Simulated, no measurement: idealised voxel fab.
Process module, titled voxel self aligned vias
For reference, the cross-section in this document is cut, with width 290 nm and square cells of 5 nm.
Cross-section layout: square cells on a grid; listed as bands, top to bottom; a band spans one or more cell rows. A band entry consists of two parts. The first gives the height of the band's top and the height of its bottom, in nm. The rest lists the band's materials from left to right, each with its width in nm. A single material labelled with the word "full width" fills the band from edge to edge, and the word "air" marks empty space. Beneath 0, the wafer as received is one material, and that level is where height counting begins. The lowest band goes on downward without a bottom; it is written like "0 -> down". So if you see something like "30..40" for the width, read it as the top row of the band sitting at the first number and the bottom row at the second, with every row in between moving by the same amount as the last. Basically "nothing changed" means that step didn't change any cell in the cross-section. Empty spaces without an open route to the top, at least 8 cells in extent, make up the entry "Enclosed cavity list"; each is given as width x height at distance, where the distance is measured from the left edge, and all are in nm. It should be noted that, on the line of a given step, the content following the step's settings is a remark produced by the simulator itself with respect to that step. What "overlay nm" on a step's line means: if the step has a mask, that mask lay this far to the right of its planned place, or, when the value is negative, to the left.

## Listed below are the process steps as planned
1 RECEIVE,material Si
2 CONFORMAL_DEP,material SiO2,thk nm 10
3 CONFORMAL_DEP,material SiCN,thk nm 5
4 DIRECTIONAL_DEP,material lowk,thk nm 20
5 MASKED_ETCH,tone open,mask id LINES,width nm 25,pitch nm 65,etch materials lowk,depth nm 20,overlay nm 0
6 CONFORMAL_DEP,material TiN,thk nm 5
7 FILL_DEP,material Ru,thk nm 10
8 CMP,height nm 35
9 SELECTIVE_ETCH,etch materials W Ru TiN,depth nm 5
10 FILL_DEP,material SiN,thk nm 10
11 CMP,height nm 35
12 DIRECTIONAL_DEP,material lowk,thk nm 15
13 DIRECTIONAL_DEP,material aC,thk nm 10
14 PATTERN,tone open,mask id VIAS,material resist,width nm 45,pitch nm 65,thk nm 25,overlay nm 0
15 DIRECTIONAL_ETCH,etch materials aC,depth nm 10
16 STRIP,etch materials resist
17 DIRECTIONAL_ETCH,etch materials lowk,depth nm 15
18 DIRECTIONAL_ETCH,etch materials SiN,depth nm 5
19 STRIP,etch materials aC
20 CONFORMAL_DEP,material TiN,thk nm 5
21 FILL_DEP,material Ru,thk nm 5
22 CMP,height nm 50
23 CONFORMAL_DEP,material SiCN,thk nm 5

## Cross-sectional view of the wafer in its as-received condition, corresponding to the state after step 1
- 0 -> down  Si full width
- Enclosed cavity list: none

## Same starting wafer, same plan as above, one mistake in the execution; this is the cross-section at the end of the module
- 55 -> 50  SiCN full width
- 50 -> 40  lowk 90, TiN 5, Ru 35, TiN 5, lowk 20, TiN 5, Ru 35, TiN 5, lowk 90
- 40 -> 35  lowk 90, TiN 45, lowk 20, TiN 45, lowk 90
- 35 -> 30  SiCN full width
- 30 -> 10  lowk full width
- 10 -> 0  SiO2 full width
- 0 -> down  Si full width
- Enclosed cavity list: none
In executing the process, a mistake was made relative to the plan: steps 3 and 4: order swapped relative to plan
